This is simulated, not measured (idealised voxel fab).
process module | voxel transistor to metal
cross-section cut | 160 nm wide | cells 5 nm
A cross-section is a grid of square cells, given in bands from the top down. A band is one or more rows of cells.
Each band's line starts with the height of the band's top and of its bottom, in nm. Then come its materials from left to right, each with its width in nm. One material with "throughout" fills the band from edge to edge. "air" is empty space.
Height 0 is the level under which the wafer as received is all one material. The lowest band goes on downwards, as in "0 down".
A width such as "30 to 40" changes by the same amount from each row of cells to the next, from the band's top row to its bottom row.
"no change" after a step means that no cell of the cross-section changed.
closed voids: empty space of 8 cells or more with no open way to the top, each as width x height at its distance from the left edge, in nm
after a step's settings: what the simulator itself notes on the step
overlay nm, on a step with a mask: how far to the right of its planned place the mask lay; to the left if negative
plan
1 op RECEIVE | material Si
2 op CONFORMAL_DEP | material SiO2 | thk nm 5
3 op CONFORMAL_DEP | material SiN | thk nm 10
4 op PATTERN | tone cover | mask id ACTIVE | material resist | width nm 125 | thk nm 20 | overlay nm 0
5 op DIRECTIONAL_ETCH | etch materials SiN | depth nm 10
6 op DIRECTIONAL_ETCH | etch materials SiO2 | depth nm 5
7 op DIRECTIONAL_ETCH | etch materials Si | depth nm 35
8 op STRIP | etch materials resist
9 op FILL_DEP | material SiO2 | thk nm 15
10 op CMP | height nm 15
11 op SELECTIVE_ETCH | etch materials SiO2 | depth nm 5
12 op STRIP | etch materials SiN
13 op SELECTIVE_ETCH | etch materials SiO2 | depth nm 5
14 op OXIDIZE | depth nm 5
15 op DIRECTIONAL_DEP | material polySi | thk nm 20
16 op DIRECTIONAL_DEP | material SiCN | thk nm 10
17 op PATTERN | tone cover | mask id GATE | material resist | width nm 35 | thk nm 15 | overlay nm 0
18 op DIRECTIONAL_ETCH | etch materials SiCN | depth nm 20
19 op DIRECTIONAL_ETCH | etch materials polySi | depth nm 30
20 op STRIP | etch materials resist
21 op CONFORMAL_DEP | material SiO2 | thk nm 5
22 op DIRECTIONAL_ETCH | etch materials SiO2 | depth nm 5
23 op CONFORMAL_DEP | material SiN | thk nm 5
24 op DIRECTIONAL_ETCH | etch materials SiN | depth nm 5
25 op DIRECTIONAL_ETCH | etch materials SiO2 | depth nm 5
26 op DIRECTIONAL_ETCH | etch materials Si | depth nm 5
27 op EPI | material SiGe | thk nm 5
28 op FILL_DEP | material SiO2 | thk nm 5
29 op CMP | height nm 20
30 op STRIP | etch materials polySi
31 op SELECTIVE_ETCH | etch materials SiO2 | depth nm 5
32 op CONFORMAL_DEP | material HfO2 | thk nm 5
33 op CONFORMAL_DEP | material TiN | thk nm 5
34 op FILL_DEP | material W | thk nm 5
35 op CMP | height nm 15
36 op DIRECTIONAL_DEP | material SiO2 | thk nm 15
37 op MASKED_ETCH | tone open | mask id CONTACT | width nm 20 | pitch nm 85 | etch materials SiO2 | depth nm 35 | overlay nm 0
38 op CONFORMAL_DEP | material TiN | thk nm 5
39 op FILL_DEP | material Ru | thk nm 5
40 op CMP | height nm 30
41 op CONFORMAL_DEP | material SiN | thk nm 5
42 op DIRECTIONAL_DEP | material lowk | thk nm 20
43 op PATTERN | tone open | mask id METAL_1 | material resist | width nm 20 | pitch nm 85 | thk nm 20 | overlay nm 0
44 op DIRECTIONAL_ETCH | etch materials lowk | depth nm 20
45 op DIRECTIONAL_ETCH | etch materials SiN | depth nm 5
46 op STRIP | etch materials resist
47 op CONFORMAL_DEP | material TiN | thk nm 5
48 op FILL_DEP | material Ru | thk nm 5
49 op CMP | height nm 55
50 op CONFORMAL_DEP | material SiCN | thk nm 5
51 op DIRECTIONAL_DEP | material SiO2 | thk nm 30
52 op PATTERN | tone open | mask id METAL_2_HOLES | material resist | width nm 15 | pitch nm 85 | thk nm 20 | overlay nm 0
53 op DIRECTIONAL_ETCH | etch materials SiO2 | depth nm 30
54 op STRIP | etch materials resist
55 op PATTERN | tone open | mask id METAL_2 | material resist | width nm 20 | pitch nm 85 | thk nm 15 | overlay nm 0
56 op DIRECTIONAL_ETCH | etch materials SiO2 | depth nm 15
57 op DIRECTIONAL_ETCH | etch materials SiCN | depth nm 5
58 op STRIP | etch materials resist
59 op CONFORMAL_DEP | material TiN | thk nm 5
60 op FILL_DEP | material Cu | thk nm 10
61 op CMP | height nm 90
62 op CONFORMAL_DEP | material SiN | thk nm 5
first wafer, as planned
as received, after step 1
  0 down: Si throughout
  closed voids: none
after step 2
  5 to 0: SiO2 throughout
  below 0: unchanged
after step 3
  15 to 5: SiN throughout
  below 5: unchanged
after step 4
  35 to 15: air 15 | resist 125 | air 20
  below 15: unchanged
after step 5
  35 to 15: air 15 | resist 125 | air 20
  15 to 5: air 15 | SiN 125 | air 20
  below 5: unchanged
after step 6
  35 to 15: air 15 | resist 125 | air 20
  15 to 5: air 15 | SiN 125 | air 20
  5 to 0: air 15 | SiO2 125 | air 20
  below 0: unchanged
after step 7
  35 to 15: air 15 | resist 125 | air 20
  15 to 5: air 15 | SiN 125 | air 20
  5 to 0: air 15 | SiO2 125 | air 20
  0 to -35: air 15 | Si 125 | air 20
  below -35: unchanged
after step 8
  15 to 5: air 15 | SiN 125 | air 20
  below 5: unchanged
after step 9
  30 to 15: SiO2 throughout
  15 to 5: SiO2 15 | SiN 125 | SiO2 20
  5 to 0: SiO2 throughout
  0 to -35: SiO2 15 | Si 125 | SiO2 20
  below -35: unchanged
after step 10
  15 to 5: SiO2 15 | SiN 125 | SiO2 20
  below 5: unchanged
after step 11
  15 to 10: air 15 | SiN 125 | air 20
  below 10: unchanged
after step 12
  10 to 5: SiO2 15 | air 125 | SiO2 20
  below 5: unchanged
after step 13
  5 to 0: SiO2 10 | air 135 | SiO2 15
  below 0: unchanged
after step 14
  5 to 0: SiO2 10 | air 135 | SiO2 15
  0 to -5: SiO2 throughout
  below -5: unchanged
after step 15
  25 to 20: polySi 10 | air 135 | polySi 15
  20 to 5: polySi throughout
  5 to 0: SiO2 10 | polySi 135 | SiO2 15
  below 0: unchanged
after step 16
  35 to 30: SiCN 10 | air 135 | SiCN 15
  30 to 25: SiCN throughout
  25 to 20: polySi 10 | SiCN 135 | polySi 15
  below 20: unchanged
after step 17
  50 to 35: air 60 | resist 35 | air 65
  35 to 30: SiCN 10 | air 50 | resist 35 | air 50 | SiCN 15
  below 30: unchanged
after step 18
  50 to 30: air 60 | resist 35 | air 65
  30 to 25: air 60 | SiCN 35 | air 65
  25 to 20: polySi 10 | air 50 | SiCN 35 | air 50 | polySi 15
  below 20: unchanged
after step 19
  50 to 30: air 60 | resist 35 | air 65
  30 to 20: air 60 | SiCN 35 | air 65
  20 to 5: air 60 | polySi 35 | air 65
  5 to 0: SiO2 10 | air 50 | polySi 35 | air 50 | SiO2 15
  below 0: unchanged
after step 20
  30 to 20: air 60 | SiCN 35 | air 65
  below 20: unchanged
after step 21
  35 to 30: air 55 | SiO2 45 | air 60
  30 to 20: air 55 | SiO2 5 | SiCN 35 | SiO2 5 | air 60
  20 to 10: air 55 | SiO2 5 | polySi 35 | SiO2 5 | air 60
  10 to 5: SiO2 15 | air 40 | SiO2 5 | polySi 35 | SiO2 5 | air 40 | SiO2 20
  5 to 0: SiO2 60 | polySi 35 | SiO2 65
  below 0: unchanged
after step 22
  30 to 20: air 55 | SiO2 5 | SiCN 35 | SiO2 5 | air 60
  20 to 5: air 55 | SiO2 5 | polySi 35 | SiO2 5 | air 60
  5 to 0: SiO2 15 | air 40 | SiO2 5 | polySi 35 | SiO2 5 | air 40 | SiO2 20
  below 0: unchanged
after step 23
  35 to 30: air 50 | SiN 55 | air 55
  30 to 20: air 50 | SiN 5 | SiO2 5 | SiCN 35 | SiO2 5 | SiN 5 | air 55
  20 to 10: air 50 | SiN 5 | SiO2 5 | polySi 35 | SiO2 5 | SiN 5 | air 55
  10 to 5: SiN 20 | air 30 | SiN 5 | SiO2 5 | polySi 35 | SiO2 5 | SiN 5 | air 30 | SiN 25
  5 to 0: SiO2 15 | SiN 40 | SiO2 5 | polySi 35 | SiO2 5 | SiN 40 | SiO2 20
  below 0: unchanged
after step 24
  30 to 20: air 50 | SiN 5 | SiO2 5 | SiCN 35 | SiO2 5 | SiN 5 | air 55
  20 to 5: air 50 | SiN 5 | SiO2 5 | polySi 35 | SiO2 5 | SiN 5 | air 55
  5 to 0: SiO2 15 | SiN 5 | air 30 | SiN 5 | SiO2 5 | polySi 35 | SiO2 5 | SiN 5 | air 30 | SiN 5 | SiO2 20
  below 0: unchanged
after step 25
  30 to 25: air 50 | SiN 5 | air 5 | SiCN 35 | air 5 | SiN 5 | air 55
  25 to 20: air 50 | SiN 5 | SiO2 5 | SiCN 35 | SiO2 5 | SiN 5 | air 55
  20 to 5: air 50 | SiN 5 | SiO2 5 | polySi 35 | SiO2 5 | SiN 5 | air 55
  5 to 0: air 15 | SiN 5 | air 30 | SiN 5 | SiO2 5 | polySi 35 | SiO2 5 | SiN 5 | air 30 | SiN 5 | air 20
  0 to -5: SiO2 20 | air 30 | SiO2 55 | air 30 | SiO2 25
  below -5: unchanged
after step 26
  30 to 25: air 50 | SiN 5 | air 5 | SiCN 35 | air 5 | SiN 5 | air 55
  25 to 20: air 50 | SiN 5 | SiO2 5 | SiCN 35 | SiO2 5 | SiN 5 | air 55
  20 to 5: air 50 | SiN 5 | SiO2 5 | polySi 35 | SiO2 5 | SiN 5 | air 55
  5 to 0: air 15 | SiN 5 | air 30 | SiN 5 | SiO2 5 | polySi 35 | SiO2 5 | SiN 5 | air 30 | SiN 5 | air 20
  0 to -5: SiO2 20 | air 30 | SiO2 55 | air 30 | SiO2 25
  -5 to -10: SiO2 15 | Si 5 | air 30 | Si 55 | air 30 | Si 5 | SiO2 20
  below -10: unchanged
after step 27
  30 to 25: air 50 | SiN 5 | air 5 | SiCN 35 | air 5 | SiN 5 | air 55
  25 to 20: air 50 | SiN 5 | SiO2 5 | SiCN 35 | SiO2 5 | SiN 5 | air 55
  20 to 5: air 50 | SiN 5 | SiO2 5 | polySi 35 | SiO2 5 | SiN 5 | air 55
  5 to 0: air 15 | SiN 5 | air 30 | SiN 5 | SiO2 5 | polySi 35 | SiO2 5 | SiN 5 | air 30 | SiN 5 | air 20
  0 to -5: SiO2 20 | SiGe 5 | air 20 | SiGe 5 | SiO2 55 | SiGe 5 | air 20 | SiGe 5 | SiO2 25
  -5 to -10: SiO2 15 | Si 5 | SiGe 30 | Si 55 | SiGe 30 | Si 5 | SiO2 20
  below -10: unchanged
after step 28
  35 to 30: SiO2 throughout
  30 to 20: SiO2 50 | SiN 5 | SiO2 5 | SiCN 35 | SiO2 5 | SiN 5 | SiO2 55
  20 to 5: SiO2 50 | SiN 5 | SiO2 5 | polySi 35 | SiO2 5 | SiN 5 | SiO2 55
  5 to 0: SiO2 15 | SiN 5 | SiO2 30 | SiN 5 | SiO2 5 | polySi 35 | SiO2 5 | SiN 5 | SiO2 30 | SiN 5 | SiO2 20
  0 to -5: SiO2 20 | SiGe 5 | SiO2 20 | SiGe 5 | SiO2 55 | SiGe 5 | SiO2 20 | SiGe 5 | SiO2 25
  below -5: unchanged
after step 29
  20 to 5: SiO2 50 | SiN 5 | SiO2 5 | polySi 35 | SiO2 5 | SiN 5 | SiO2 55
  below 5: unchanged
after step 30
  20 to 5: SiO2 50 | SiN 5 | SiO2 5 | air 35 | SiO2 5 | SiN 5 | SiO2 55
  5 to 0: SiO2 15 | SiN 5 | SiO2 30 | SiN 5 | SiO2 5 | air 35 | SiO2 5 | SiN 5 | SiO2 30 | SiN 5 | SiO2 20
  below 0: unchanged
after step 31
  20 to 15: air 50 | SiN 5 | air 45 | SiN 5 | air 55
  15 to 5: SiO2 50 | SiN 5 | air 45 | SiN 5 | SiO2 55
  5 to 0: SiO2 15 | SiN 5 | SiO2 30 | SiN 5 | air 45 | SiN 5 | SiO2 30 | SiN 5 | SiO2 20
  0 to -5: SiO2 20 | SiGe 5 | SiO2 20 | SiGe 5 | SiO2 5 | air 45 | SiO2 5 | SiGe 5 | SiO2 20 | SiGe 5 | SiO2 25
  below -5: unchanged
after step 32
  25 to 20: air 45 | HfO2 15 | air 35 | HfO2 15 | air 50
  20 to 15: HfO2 50 | SiN 5 | HfO2 5 | air 35 | HfO2 5 | SiN 5 | HfO2 55
  15 to 5: SiO2 50 | SiN 5 | HfO2 5 | air 35 | HfO2 5 | SiN 5 | SiO2 55
  5 to 0: SiO2 15 | SiN 5 | SiO2 30 | SiN 5 | HfO2 5 | air 35 | HfO2 5 | SiN 5 | SiO2 30 | SiN 5 | SiO2 20
  0 to -5: SiO2 20 | SiGe 5 | SiO2 20 | SiGe 5 | SiO2 5 | HfO2 45 | SiO2 5 | SiGe 5 | SiO2 20 | SiGe 5 | SiO2 25
  below -5: unchanged
after step 33
  30 to 25: air 40 | TiN 25 | air 25 | TiN 25 | air 45
  25 to 20: TiN 45 | HfO2 15 | TiN 5 | air 25 | TiN 5 | HfO2 15 | TiN 50
  20 to 15: HfO2 50 | SiN 5 | HfO2 5 | TiN 5 | air 25 | TiN 5 | HfO2 5 | SiN 5 | HfO2 55
  15 to 5: SiO2 50 | SiN 5 | HfO2 5 | TiN 5 | air 25 | TiN 5 | HfO2 5 | SiN 5 | SiO2 55
  5 to 0: SiO2 15 | SiN 5 | SiO2 30 | SiN 5 | HfO2 5 | TiN 35 | HfO2 5 | SiN 5 | SiO2 30 | SiN 5 | SiO2 20
  below 0: unchanged
after step 34
  35 to 30: W throughout
  30 to 25: W 40 | TiN 25 | W 25 | TiN 25 | W 45
  25 to 20: TiN 45 | HfO2 15 | TiN 5 | W 25 | TiN 5 | HfO2 15 | TiN 50
  20 to 15: HfO2 50 | SiN 5 | HfO2 5 | TiN 5 | W 25 | TiN 5 | HfO2 5 | SiN 5 | HfO2 55
  15 to 5: SiO2 50 | SiN 5 | HfO2 5 | TiN 5 | W 25 | TiN 5 | HfO2 5 | SiN 5 | SiO2 55
  below 5: unchanged
after step 35
  15 to 5: SiO2 50 | SiN 5 | HfO2 5 | TiN 5 | W 25 | TiN 5 | HfO2 5 | SiN 5 | SiO2 55
  below 5: unchanged
after step 36
  30 to 15: SiO2 throughout
  below 15: unchanged
after step 37
  30 to 15: SiO2 25 | air 20 | SiO2 65 | air 20 | SiO2 30
  15 to 5: SiO2 25 | air 20 | SiO2 5 | SiN 5 | HfO2 5 | TiN 5 | W 25 | TiN 5 | HfO2 5 | SiN 5 | SiO2 5 | air 20 | SiO2 30
  5 to 0: SiO2 15 | SiN 5 | SiO2 5 | air 20 | SiO2 5 | SiN 5 | HfO2 5 | TiN 35 | HfO2 5 | SiN 5 | SiO2 5 | air 20 | SiO2 5 | SiN 5 | SiO2 20
  0 to -5: SiO2 20 | SiGe 5 | air 20 | SiGe 5 | SiO2 5 | HfO2 45 | SiO2 5 | SiGe 5 | air 20 | SiGe 5 | SiO2 25
  below -5: unchanged
after step 38
  35 to 30: TiN 30 | air 10 | TiN 75 | air 10 | TiN 35
  30 to 15: SiO2 25 | TiN 5 | air 10 | TiN 5 | SiO2 65 | TiN 5 | air 10 | TiN 5 | SiO2 30
  15 to 5: SiO2 25 | TiN 5 | air 10 | TiN 5 | SiO2 5 | SiN 5 | HfO2 5 | TiN 5 | W 25 | TiN 5 | HfO2 5 | SiN 5 | SiO2 5 | TiN 5 | air 10 | TiN 5 | SiO2 30
  5 to 0: SiO2 15 | SiN 5 | SiO2 5 | TiN 5 | air 10 | TiN 5 | SiO2 5 | SiN 5 | HfO2 5 | TiN 35 | HfO2 5 | SiN 5 | SiO2 5 | TiN 5 | air 10 | TiN 5 | SiO2 5 | SiN 5 | SiO2 20
  0 to -5: SiO2 20 | SiGe 5 | TiN 20 | SiGe 5 | SiO2 5 | HfO2 45 | SiO2 5 | SiGe 5 | TiN 20 | SiGe 5 | SiO2 25
  below -5: unchanged
after step 39
  40 to 35: Ru throughout
  35 to 30: TiN 30 | Ru 10 | TiN 75 | Ru 10 | TiN 35
  30 to 15: SiO2 25 | TiN 5 | Ru 10 | TiN 5 | SiO2 65 | TiN 5 | Ru 10 | TiN 5 | SiO2 30
  15 to 5: SiO2 25 | TiN 5 | Ru 10 | TiN 5 | SiO2 5 | SiN 5 | HfO2 5 | TiN 5 | W 25 | TiN 5 | HfO2 5 | SiN 5 | SiO2 5 | TiN 5 | Ru 10 | TiN 5 | SiO2 30
  5 to 0: SiO2 15 | SiN 5 | SiO2 5 | TiN 5 | Ru 10 | TiN 5 | SiO2 5 | SiN 5 | HfO2 5 | TiN 35 | HfO2 5 | SiN 5 | SiO2 5 | TiN 5 | Ru 10 | TiN 5 | SiO2 5 | SiN 5 | SiO2 20
  below 0: unchanged
after step 40
  30 to 15: SiO2 25 | TiN 5 | Ru 10 | TiN 5 | SiO2 65 | TiN 5 | Ru 10 | TiN 5 | SiO2 30
  below 15: unchanged
after step 41
  35 to 30: SiN throughout
  below 30: unchanged
after step 42
  55 to 35: lowk throughout
  below 35: unchanged
after step 43
  75 to 55: resist 25 | air 20 | resist 65 | air 20 | resist 30
  below 55: unchanged
after step 44
  75 to 55: resist 25 | air 20 | resist 65 | air 20 | resist 30
  55 to 35: lowk 25 | air 20 | lowk 65 | air 20 | lowk 30
  below 35: unchanged
after step 45
  75 to 55: resist 25 | air 20 | resist 65 | air 20 | resist 30
  55 to 35: lowk 25 | air 20 | lowk 65 | air 20 | lowk 30
  35 to 30: SiN 25 | air 20 | SiN 65 | air 20 | SiN 30
  below 30: unchanged
after step 46
  55 to 35: lowk 25 | air 20 | lowk 65 | air 20 | lowk 30
  below 35: unchanged
after step 47
  60 to 55: TiN 30 | air 10 | TiN 75 | air 10 | TiN 35
  55 to 35: lowk 25 | TiN 5 | air 10 | TiN 5 | lowk 65 | TiN 5 | air 10 | TiN 5 | lowk 30
  35 to 30: SiN 25 | TiN 20 | SiN 65 | TiN 20 | SiN 30
  below 30: unchanged
after step 48
  65 to 60: Ru throughout
  60 to 55: TiN 30 | Ru 10 | TiN 75 | Ru 10 | TiN 35
  55 to 35: lowk 25 | TiN 5 | Ru 10 | TiN 5 | lowk 65 | TiN 5 | Ru 10 | TiN 5 | lowk 30
  below 35: unchanged
after step 49
  55 to 35: lowk 25 | TiN 5 | Ru 10 | TiN 5 | lowk 65 | TiN 5 | Ru 10 | TiN 5 | lowk 30
  below 35: unchanged
after step 50
  60 to 55: SiCN throughout
  below 55: unchanged
after step 51
  90 to 60: SiO2 throughout
  below 60: unchanged
after step 52
  110 to 90: resist 25 | air 15 | resist 70 | air 15 | resist 35
  below 90: unchanged
after step 53
  110 to 90: resist 25 | air 15 | resist 70 | air 15 | resist 35
  90 to 60: SiO2 25 | air 15 | SiO2 70 | air 15 | SiO2 35
  below 60: unchanged
after step 54
  90 to 60: SiO2 25 | air 15 | SiO2 70 | air 15 | SiO2 35
  below 60: unchanged
after step 55
  105 to 90: resist 25 | air 20 | resist 65 | air 20 | resist 30
  below 90: unchanged
after step 56
  105 to 90: resist 25 | air 20 | resist 65 | air 20 | resist 30
  90 to 75: SiO2 25 | air 20 | SiO2 65 | air 20 | SiO2 30
  below 75: unchanged
after step 57
  105 to 90: resist 25 | air 20 | resist 65 | air 20 | resist 30
  90 to 75: SiO2 25 | air 20 | SiO2 65 | air 20 | SiO2 30
  75 to 60: SiO2 25 | air 15 | SiO2 70 | air 15 | SiO2 35
  60 to 55: SiCN 25 | air 15 | SiCN 70 | air 15 | SiCN 35
  below 55: unchanged
after step 58
  90 to 75: SiO2 25 | air 20 | SiO2 65 | air 20 | SiO2 30
  below 75: unchanged
after step 59
  95 to 90: TiN 30 | air 10 | TiN 75 | air 10 | TiN 35
  90 to 80: SiO2 25 | TiN 5 | air 10 | TiN 5 | SiO2 65 | TiN 5 | air 10 | TiN 5 | SiO2 30
  80 to 75: SiO2 25 | TiN 5 | air 5 | TiN 10 | SiO2 65 | TiN 5 | air 5 | TiN 10 | SiO2 30
  75 to 60: SiO2 25 | TiN 5 | air 5 | TiN 5 | SiO2 70 | TiN 5 | air 5 | TiN 5 | SiO2 35
  60 to 55: SiCN 25 | TiN 15 | SiCN 70 | TiN 15 | SiCN 35
  below 55: unchanged
after step 60
  105 to 95: Cu throughout
  95 to 90: TiN 30 | Cu 10 | TiN 75 | Cu 10 | TiN 35
  90 to 80: SiO2 25 | TiN 5 | Cu 10 | TiN 5 | SiO2 65 | TiN 5 | Cu 10 | TiN 5 | SiO2 30
  80 to 75: SiO2 25 | TiN 5 | Cu 5 | TiN 10 | SiO2 65 | TiN 5 | Cu 5 | TiN 10 | SiO2 30
  75 to 60: SiO2 25 | TiN 5 | Cu 5 | TiN 5 | SiO2 70 | TiN 5 | Cu 5 | TiN 5 | SiO2 35
  below 60: unchanged
after step 61
  90 to 80: SiO2 25 | TiN 5 | Cu 10 | TiN 5 | SiO2 65 | TiN 5 | Cu 10 | TiN 5 | SiO2 30
  below 80: unchanged
after step 62
  95 to 90: SiN throughout
  below 90: unchanged
second wafer: like start, like plan, one mistake. Through step 47 it matches the first wafer
when step 48 should have ended
  65 to 60: polySi throughout
  60 to 55: TiN 30 | polySi 10 | TiN 75 | polySi 10 | TiN 35
  55 to 35: lowk 25 | TiN 5 | polySi 10 | TiN 5 | lowk 65 | TiN 5 | polySi 10 | TiN 5 | lowk 30
  below 35: unchanged
when step 49 should have ended
  55 to 35: lowk 25 | TiN 5 | polySi 10 | TiN 5 | lowk 65 | TiN 5 | polySi 10 | TiN 5 | lowk 30
  below 35: unchanged
when step 50 should have ended
  60 to 55: SiCN throughout
  below 55: unchanged
when step 51 should have ended
  90 to 60: SiO2 throughout
  below 60: unchanged
when step 52 should have ended
  110 to 90: resist 25 | air 15 | resist 70 | air 15 | resist 35
  below 90: unchanged
when step 53 should have ended
  110 to 90: resist 25 | air 15 | resist 70 | air 15 | resist 35
  90 to 60: SiO2 25 | air 15 | SiO2 70 | air 15 | SiO2 35
  below 60: unchanged
when step 54 should have ended
  90 to 60: SiO2 25 | air 15 | SiO2 70 | air 15 | SiO2 35
  below 60: unchanged
when step 55 should have ended
  105 to 90: resist 25 | air 20 | resist 65 | air 20 | resist 30
  below 90: unchanged
when step 56 should have ended
  105 to 90: resist 25 | air 20 | resist 65 | air 20 | resist 30
  90 to 75: SiO2 25 | air 20 | SiO2 65 | air 20 | SiO2 30
  below 75: unchanged
when step 57 should have ended
  105 to 90: resist 25 | air 20 | resist 65 | air 20 | resist 30
  90 to 75: SiO2 25 | air 20 | SiO2 65 | air 20 | SiO2 30
  75 to 60: SiO2 25 | air 15 | SiO2 70 | air 15 | SiO2 35
  60 to 55: SiCN 25 | air 15 | SiCN 70 | air 15 | SiCN 35
  below 55: unchanged
when step 58 should have ended
  90 to 75: SiO2 25 | air 20 | SiO2 65 | air 20 | SiO2 30
  below 75: unchanged
when step 59 should have ended
  95 to 90: TiN 30 | air 10 | TiN 75 | air 10 | TiN 35
  90 to 80: SiO2 25 | TiN 5 | air 10 | TiN 5 | SiO2 65 | TiN 5 | air 10 | TiN 5 | SiO2 30
  80 to 75: SiO2 25 | TiN 5 | air 5 | TiN 10 | SiO2 65 | TiN 5 | air 5 | TiN 10 | SiO2 30
  75 to 60: SiO2 25 | TiN 5 | air 5 | TiN 5 | SiO2 70 | TiN 5 | air 5 | TiN 5 | SiO2 35
  60 to 55: SiCN 25 | TiN 15 | SiCN 70 | TiN 15 | SiCN 35
  below 55: unchanged
when step 60 should have ended
  105 to 95: Cu throughout
  95 to 90: TiN 30 | Cu 10 | TiN 75 | Cu 10 | TiN 35
  90 to 80: SiO2 25 | TiN 5 | Cu 10 | TiN 5 | SiO2 65 | TiN 5 | Cu 10 | TiN 5 | SiO2 30
  80 to 75: SiO2 25 | TiN 5 | Cu 5 | TiN 10 | SiO2 65 | TiN 5 | Cu 5 | TiN 10 | SiO2 30
  75 to 60: SiO2 25 | TiN 5 | Cu 5 | TiN 5 | SiO2 70 | TiN 5 | Cu 5 | TiN 5 | SiO2 35
  below 60: unchanged
when step 61 should have ended
  90 to 80: SiO2 25 | TiN 5 | Cu 10 | TiN 5 | SiO2 65 | TiN 5 | Cu 10 | TiN 5 | SiO2 30
  below 80: unchanged
when step 62 should have ended
  95 to 90: SiN throughout
  below 90: unchanged
what went wrong: step 48 ran as: op FILL_DEP | material polySi | thk nm 5
at the end the second wafer has, in cells: 16 fewer of Ru | 16 more of polySi
